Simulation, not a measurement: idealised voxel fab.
process module | voxel self aligned vias
Cross-section cut spans 145 nm and uses square cells 5 nm in size.
Bands, listed from the top down, are how a cross-section gets written in this document; the cross-section itself is a grid of square cells, and a band is one or more rows of them.
Look at the band entry: it leads with the top's height and the bottom's height in nm. Then it lists the materials left to right, with a width in nm for each. The word "full width" on a single material says that material fills the band edge to edge. The word "air" is empty space.
Note: height 0 marks the level under which the wafer is uniformly one material as received. Lowest band unbounded below, written "0 nm and below".
Quick explanation for "30->40": the width changes in equal steps down the rows of cells, from the first number in the band's top row to the second number in its bottom row.
Any step labelled "no modifications" changed none of the cells in the cross-section.
Listed in "Enclosed internal cavities": every empty space of 8 or more cells without an open way to the top. Form: width x height at distance, the distance being from the left edge, all in nm.
On each step's line, the part that comes after the settings is the simulator's own comment on the step.
overlay nm: mask offset rightward from planned place, masked step; negative means leftward offset.

These are the steps we planned for the process
1,op RECEIVE | material Si
2,op CONFORMAL_DEP | material SiO2 | thk nm 15
3,op CONFORMAL_DEP | material SiCN | thk nm 5
4,op DIRECTIONAL_DEP | material SiO2 | thk nm 20
5,op DIRECTIONAL_DEP | material aC | thk nm 15
6,op PATTERN | tone open | mask id LINES | material resist | width nm 25 | pitch nm 65 | thk nm 35 | overlay nm 0
7,op DIRECTIONAL_ETCH | etch materials aC | depth nm 15
8,op STRIP | etch materials resist
9,op DIRECTIONAL_ETCH | etch materials SiO2 | depth nm 20
10,op STRIP | etch materials aC
11,op CONFORMAL_DEP | material TiN | thk nm 5
12,op FILL_DEP | material Ru | thk nm 5
13,op CMP | height nm 40
14,op SELECTIVE_ETCH | etch materials W Ru TiN | depth nm 5
15,op FILL_DEP | material SiN | thk nm 5
16,op CMP | height nm 40
17,op DIRECTIONAL_DEP | material SiO2 | thk nm 20
18,op DIRECTIONAL_DEP | material aC | thk nm 10
19,op PATTERN | tone open | mask id VIAS | material resist | width nm 45 | thk nm 25 | overlay nm 0
20,op DIRECTIONAL_ETCH | etch materials aC | depth nm 10
21,op STRIP | etch materials resist
22,op DIRECTIONAL_ETCH | etch materials SiO2 | depth nm 20
23,op DIRECTIONAL_ETCH | etch materials SiN | depth nm 5
24,op STRIP | etch materials aC
25,op CONFORMAL_DEP | material TiN | thk nm 5
26,op FILL_DEP | material W | thk nm 10
27,op CMP | height nm 60
28,op CONFORMAL_DEP | material SiN | thk nm 5

First wafer, two in total, run as planned

Shown in cross-section is the wafer as received, that is, as it stands after step 1
  0 nm and below  Si full width
  Enclosed internal cavities: none

Step 2 done - wafer cross-section
  15 nm to 0 nm  SiO2 full width
  Below 0, no change.

Step 3 done - wafer cross-section
  20 nm to 15 nm  SiCN full width
  Below 15, no change.

Step 4 done - wafer cross-section
  40 nm to 20 nm  SiO2 full width
  Below 20, no change.

Step 5 done - wafer cross-section
  55 nm to 40 nm  aC full width
  Below 40, no change.

Step 6 done - wafer cross-section
  90 nm to 55 nm  resist 25 nm; air 25 nm; resist 40 nm; air 25 nm; resist 30 nm
  Below 55, no change.

Step 7 done - wafer cross-section
  75 nm to 55 nm  resist 25 nm; air 25 nm; resist 40 nm; air 25 nm; resist 30 nm
  55 nm to 40 nm  aC 25 nm; air 25 nm; aC 40 nm; air 25 nm; aC 30 nm
  Below 40, no change.

Step 8 done - wafer cross-section
  55 nm to 40 nm  aC 25 nm; air 25 nm; aC 40 nm; air 25 nm; aC 30 nm
  Below 40, no change.

Step 9 done - wafer cross-section
  55 nm to 40 nm  aC 25 nm; air 25 nm; aC 40 nm; air 25 nm; aC 30 nm
  40 nm to 20 nm  SiO2 25 nm; air 25 nm; SiO2 40 nm; air 25 nm; SiO2 30 nm
  Below 20, no change.

Step 10 done - wafer cross-section
  40 nm to 20 nm  SiO2 25 nm; air 25 nm; SiO2 40 nm; air 25 nm; SiO2 30 nm
  Below 20, no change.

Step 11 done - wafer cross-section
  45 nm to 40 nm  TiN 30 nm; air 15 nm; TiN 50 nm; air 15 nm; TiN 35 nm
  40 nm to 25 nm  SiO2 25 nm; TiN 5 nm; air 15 nm; TiN 5 nm; SiO2 40 nm; TiN 5 nm; air 15 nm; TiN 5 nm; SiO2 30 nm
  25 nm to 20 nm  SiO2 25 nm; TiN 25 nm; SiO2 40 nm; TiN 25 nm; SiO2 30 nm
  Below 20, no change.

Step 12 done - wafer cross-section
  50 nm to 45 nm  Ru full width
  45 nm to 40 nm  TiN 30 nm; Ru 15 nm; TiN 50 nm; Ru 15 nm; TiN 35 nm
  40 nm to 25 nm  SiO2 25 nm; TiN 5 nm; Ru 15 nm; TiN 5 nm; SiO2 40 nm; TiN 5 nm; Ru 15 nm; TiN 5 nm; SiO2 30 nm
  Below 25, no change.

Step 13 done - wafer cross-section
  40 nm to 25 nm  SiO2 25 nm; TiN 5 nm; Ru 15 nm; TiN 5 nm; SiO2 40 nm; TiN 5 nm; Ru 15 nm; TiN 5 nm; SiO2 30 nm
  Below 25, no change.

Step 14 done - wafer cross-section
  40 nm to 35 nm  SiO2 25 nm; air 25 nm; SiO2 40 nm; air 25 nm; SiO2 30 nm
  Below 35, no change.

Step 15 done - wafer cross-section
  45 nm to 40 nm  SiN full width
  40 nm to 35 nm  SiO2 25 nm; SiN 25 nm; SiO2 40 nm; SiN 25 nm; SiO2 30 nm
  Below 35, no change.

Step 16 done - wafer cross-section
  40 nm to 35 nm  SiO2 25 nm; SiN 25 nm; SiO2 40 nm; SiN 25 nm; SiO2 30 nm
  Below 35, no change.

Step 17 done - wafer cross-section
  60 nm to 40 nm  SiO2 full width
  Below 40, no change.

Step 18 done - wafer cross-section
  70 nm to 60 nm  aC full width
  Below 60, no change.

Step 19 done - wafer cross-section
  95 nm to 70 nm  resist 15 nm; air 45 nm; resist 85 nm
  Below 70, no change.

Step 20 done - wafer cross-section
  85 nm to 70 nm  resist 15 nm; air 45 nm; resist 85 nm
  70 nm to 60 nm  aC 15 nm; air 45 nm; aC 85 nm
  Below 60, no change.

Step 21 done - wafer cross-section
  70 nm to 60 nm  aC 15 nm; air 45 nm; aC 85 nm
  Below 60, no change.

Step 22 done - wafer cross-section
  70 nm to 60 nm  aC 15 nm; air 45 nm; aC 85 nm
  60 nm to 40 nm  SiO2 15 nm; air 45 nm; SiO2 85 nm
  Below 40, no change.

Step 23 done - wafer cross-section
  70 nm to 60 nm  aC 15 nm; air 45 nm; aC 85 nm
  60 nm to 40 nm  SiO2 15 nm; air 45 nm; SiO2 85 nm
  40 nm to 35 nm  SiO2 25 nm; air 25 nm; SiO2 40 nm; SiN 25 nm; SiO2 30 nm
  Below 35, no change.

Step 24 done - wafer cross-section
  60 nm to 40 nm  SiO2 15 nm; air 45 nm; SiO2 85 nm
  Below 40, no change.

Step 25 done - wafer cross-section
  65 nm to 60 nm  TiN 20 nm; air 35 nm; TiN 90 nm
  60 nm to 45 nm  SiO2 15 nm; TiN 5 nm; air 35 nm; TiN 5 nm; SiO2 85 nm
  45 nm to 40 nm  SiO2 15 nm; TiN 15 nm; air 15 nm; TiN 15 nm; SiO2 85 nm
  40 nm to 35 nm  SiO2 25 nm; TiN 25 nm; SiO2 40 nm; SiN 25 nm; SiO2 30 nm
  Below 35, no change.

Step 26 done - wafer cross-section
  75 nm to 65 nm  W full width
  65 nm to 60 nm  TiN 20 nm; W 35 nm; TiN 90 nm
  60 nm to 45 nm  SiO2 15 nm; TiN 5 nm; W 35 nm; TiN 5 nm; SiO2 85 nm
  45 nm to 40 nm  SiO2 15 nm; TiN 15 nm; W 15 nm; TiN 15 nm; SiO2 85 nm
  Below 40, no change.

Step 27 done - wafer cross-section
  60 nm to 45 nm  SiO2 15 nm; TiN 5 nm; W 35 nm; TiN 5 nm; SiO2 85 nm
  Below 45, no change.

Step 28 done - wafer cross-section
  65 nm to 60 nm  SiN full width
  Below 60, no change.

Wafer two. Identical start, identical plan. One mistake in execution. Identical history through step 3

Cross-section of the second wafer corresponding to the planned conclusion of step 4
  35 nm to 20 nm  SiO2 full width
  Below 20, no change.

Cross-section of the second wafer corresponding to the planned conclusion of step 5
  50 nm to 35 nm  aC full width
  Below 35, no change.

Cross-section of the second wafer corresponding to the planned conclusion of step 6
  85 nm to 50 nm  resist 25 nm; air 25 nm; resist 40 nm; air 25 nm; resist 30 nm
  Below 50, no change.

Cross-section of the second wafer corresponding to the planned conclusion of step 7
  70 nm to 50 nm  resist 25 nm; air 25 nm; resist 40 nm; air 25 nm; resist 30 nm
  50 nm to 35 nm  aC 25 nm; air 25 nm; aC 40 nm; air 25 nm; aC 30 nm
  Below 35, no change.

Cross-section of the second wafer corresponding to the planned conclusion of step 8
  50 nm to 35 nm  aC 25 nm; air 25 nm; aC 40 nm; air 25 nm; aC 30 nm
  Below 35, no change.

Cross-section of the second wafer corresponding to the planned conclusion of step 9
  50 nm to 35 nm  aC 25 nm; air 25 nm; aC 40 nm; air 25 nm; aC 30 nm
  35 nm to 20 nm  SiO2 25 nm; air 25 nm; SiO2 40 nm; air 25 nm; SiO2 30 nm
  Below 20, no change.

Cross-section of the second wafer corresponding to the planned conclusion of step 10
  35 nm to 20 nm  SiO2 25 nm; air 25 nm; SiO2 40 nm; air 25 nm; SiO2 30 nm
  Below 20, no change.

Cross-section of the second wafer corresponding to the planned conclusion of step 11
  40 nm to 35 nm  TiN 30 nm; air 15 nm; TiN 50 nm; air 15 nm; TiN 35 nm
  35 nm to 25 nm  SiO2 25 nm; TiN 5 nm; air 15 nm; TiN 5 nm; SiO2 40 nm; TiN 5 nm; air 15 nm; TiN 5 nm; SiO2 30 nm
  25 nm to 20 nm  SiO2 25 nm; TiN 25 nm; SiO2 40 nm; TiN 25 nm; SiO2 30 nm
  Below 20, no change.

Cross-section of the second wafer corresponding to the planned conclusion of step 12
  45 nm to 40 nm  Ru full width
  40 nm to 35 nm  TiN 30 nm; Ru 15 nm; TiN 50 nm; Ru 15 nm; TiN 35 nm
  35 nm to 25 nm  SiO2 25 nm; TiN 5 nm; Ru 15 nm; TiN 5 nm; SiO2 40 nm; TiN 5 nm; Ru 15 nm; TiN 5 nm; SiO2 30 nm
  Below 25, no change.

Cross-section of the second wafer corresponding to the planned conclusion of step 13
  40 nm to 35 nm  TiN 30 nm; Ru 15 nm; TiN 50 nm; Ru 15 nm; TiN 35 nm
  Below 35, no change.

Cross-section of the second wafer corresponding to the planned conclusion of step 14
  35 nm to 25 nm  SiO2 25 nm; TiN 5 nm; Ru 15 nm; TiN 5 nm; SiO2 40 nm; TiN 5 nm; Ru 15 nm; TiN 5 nm; SiO2 30 nm
  Below 25, no change.

Cross-section of the second wafer corresponding to the planned conclusion of step 15
  40 nm to 35 nm  SiN full width
  Below 35, no change.

Cross-section of the second wafer corresponding to the planned conclusion of step 16: no modifications

Cross-section of the second wafer corresponding to the planned conclusion of step 17
  60 nm to 40 nm  SiO2 full width
  Below 40, no change.

Cross-section of the second wafer corresponding to the planned conclusion of step 18
  70 nm to 60 nm  aC full width
  Below 60, no change.

Cross-section of the second wafer corresponding to the planned conclusion of step 19
  95 nm to 70 nm  resist 15 nm; air 45 nm; resist 85 nm
  Below 70, no change.

Cross-section of the second wafer corresponding to the planned conclusion of step 20
  85 nm to 70 nm  resist 15 nm; air 45 nm; resist 85 nm
  70 nm to 60 nm  aC 15 nm; air 45 nm; aC 85 nm
  Below 60, no change.

Cross-section of the second wafer corresponding to the planned conclusion of step 21
  70 nm to 60 nm  aC 15 nm; air 45 nm; aC 85 nm
  Below 60, no change.

Cross-section of the second wafer corresponding to the planned conclusion of step 22
  70 nm to 60 nm  aC 15 nm; air 45 nm; aC 85 nm
  60 nm to 40 nm  SiO2 15 nm; air 45 nm; SiO2 85 nm
  Below 40, no change.

Cross-section of the second wafer corresponding to the planned conclusion of step 23
  70 nm to 60 nm  aC 15 nm; air 45 nm; aC 85 nm
  60 nm to 40 nm  SiO2 15 nm; air 45 nm; SiO2 85 nm
  40 nm to 35 nm  SiN 15 nm; air 45 nm; SiN 85 nm
  Below 35, no change.

Cross-section of the second wafer corresponding to the planned conclusion of step 24
  60 nm to 40 nm  SiO2 15 nm; air 45 nm; SiO2 85 nm
  Below 40, no change.

Cross-section of the second wafer corresponding to the planned conclusion of step 25
  65 nm to 60 nm  TiN 20 nm; air 35 nm; TiN 90 nm
  60 nm to 40 nm  SiO2 15 nm; TiN 5 nm; air 35 nm; TiN 5 nm; SiO2 85 nm
  40 nm to 35 nm  SiN 15 nm; TiN 45 nm; SiN 85 nm
  Below 35, no change.

Cross-section of the second wafer corresponding to the planned conclusion of step 26
  75 nm to 65 nm  W full width
  65 nm to 60 nm  TiN 20 nm; W 35 nm; TiN 90 nm
  60 nm to 40 nm  SiO2 15 nm; TiN 5 nm; W 35 nm; TiN 5 nm; SiO2 85 nm
  Below 40, no change.

Cross-section of the second wafer corresponding to the planned conclusion of step 27
  60 nm to 40 nm  SiO2 15 nm; TiN 5 nm; W 35 nm; TiN 5 nm; SiO2 85 nm
  Below 40, no change.

Cross-section of the second wafer corresponding to the planned conclusion of step 28
  65 nm to 60 nm  SiN full width
  Below 60, no change.
What was done differently from what was planned? step 4 deviated from plan and actually ran as op DIRECTIONAL_DEP | material SiO2 | thk nm 15
Bottom line after processing is that, in cells, the second wafer is up or down on some materials versus the first: +15 SiN | -19 SiO2 | +4 W
